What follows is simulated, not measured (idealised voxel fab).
Module name: voxel quadruple lines (process module)
230 nm wide, 5 nm square cells: that's cross-section cut.
We lay out every cross-section as a grid of square cells and spell it out in bands from the top down, where one band means one or more rows of cells. Band: top height; bottom height; in nm. Then, left to right: material with width in nm, for each material. "full width": a single material spanning edge to edge. "blank": empty space. All heights in this document are referenced to 0, defined as the level beneath which the wafer, as received, consists entirely of one material. The lowest band is not bounded below; it extends indefinitely downward and is written in the form "0 nm and below". The width entry "30..40" should be interpreted row by row: the top row of cells in the band takes the first number, the bottom row takes the second number, and the change between adjacent rows is uniform throughout. Step note "nothing was modified" = no cross-section cell changed. You'll see "Enclosed void entries" listing empty spaces that have no way open to the top, as long as they're 8 cells or more; the notation is width x height at distance, where the distance is from the left edge, and all of it is in nm. The remark found on a step's line after its settings is issued by the simulator itself and pertains to that step. overlay nm: step with mask; distance mask lay right of planned place; negative value = left of planned place.

Process steps foreseen in the plan
| 1 | RECEIVE with material Si |
| 2 | CONFORMAL_DEP with material Al2O3, thk nm 5 |
| 3 | DIRECTIONAL_DEP with material W, thk nm 10 |
| 4 | DIRECTIONAL_DEP with material polySi, thk nm 15 |
| 5 | DIRECTIONAL_DEP with material aC, thk nm 25 |
| 6 | PATTERN with tone cover, mask id MANDREL, material resist, width nm 25, pitch nm 80, thk nm 35, overlay nm 0 |
| 7 | DIRECTIONAL_ETCH with etch materials aC, depth nm 25 |
| 8 | STRIP with etch materials resist |
| 9 | CONFORMAL_DEP with material SiO2, thk nm 15 |
| 10 | DIRECTIONAL_ETCH with etch materials SiO2, depth nm 15 |
| 11 | STRIP with etch materials aC |
| 12 | DIRECTIONAL_ETCH with etch materials polySi, depth nm 15 |
| 13 | STRIP with etch materials SiO2 |
| 14 | CONFORMAL_DEP with material SiN, thk nm 5 |
| 15 | DIRECTIONAL_ETCH with etch materials SiN, depth nm 5 |
| 16 | STRIP with etch materials polySi |
| 17 | DIRECTIONAL_ETCH with etch materials W, depth nm 10 |
| 18 | STRIP with etch materials SiN |
| 19 | FILL_DEP with material lowk, thk nm 5 |
| 20 | CMP with height nm 15 |

Shown in cross-section is the wafer as received, that is, as it stands after step 1
    0 nm and below = Si full width
    Enclosed void entries: none

First of two wafers: cross-section at end of module, run per plan
    15 nm to 5 nm = lowk (40)  W (5)  lowk (15)  W (5)  lowk (15)  W (5)  lowk (15)  W (5)  lowk (15)  W (5)  lowk (15)  W (5)  lowk (15)  W (5)  lowk (15)  W (5)  lowk (45)
    5 nm to 0 nm = Al2O3 full width
    0 nm and below = Si full width
    Enclosed void entries: none

What the second wafer looks like in cross-section once the module is done. Its start and its plan matched the first wafer's exactly; what differed was one mistake in how it was run
    15 nm to 5 nm = lowk (55)  W (5)  lowk (25)  W (5)  lowk (45)  W (5)  lowk (25)  W (5)  lowk (60)
    5 nm to 0 nm = Al2O3 full width
    0 nm and below = Si full width
    Enclosed void entries: none
What broke from the plan during processing? for step 6, the planned setting was not used; the step was instead run as PATTERN with tone open, mask id MANDREL, material resist, width nm 25, pitch nm 80, thk nm 35, overlay nm 0
Bottom line after processing is that, in cells, the second wafer is up or down on some materials versus the first: 8 fewer of W, 8 more of lowk
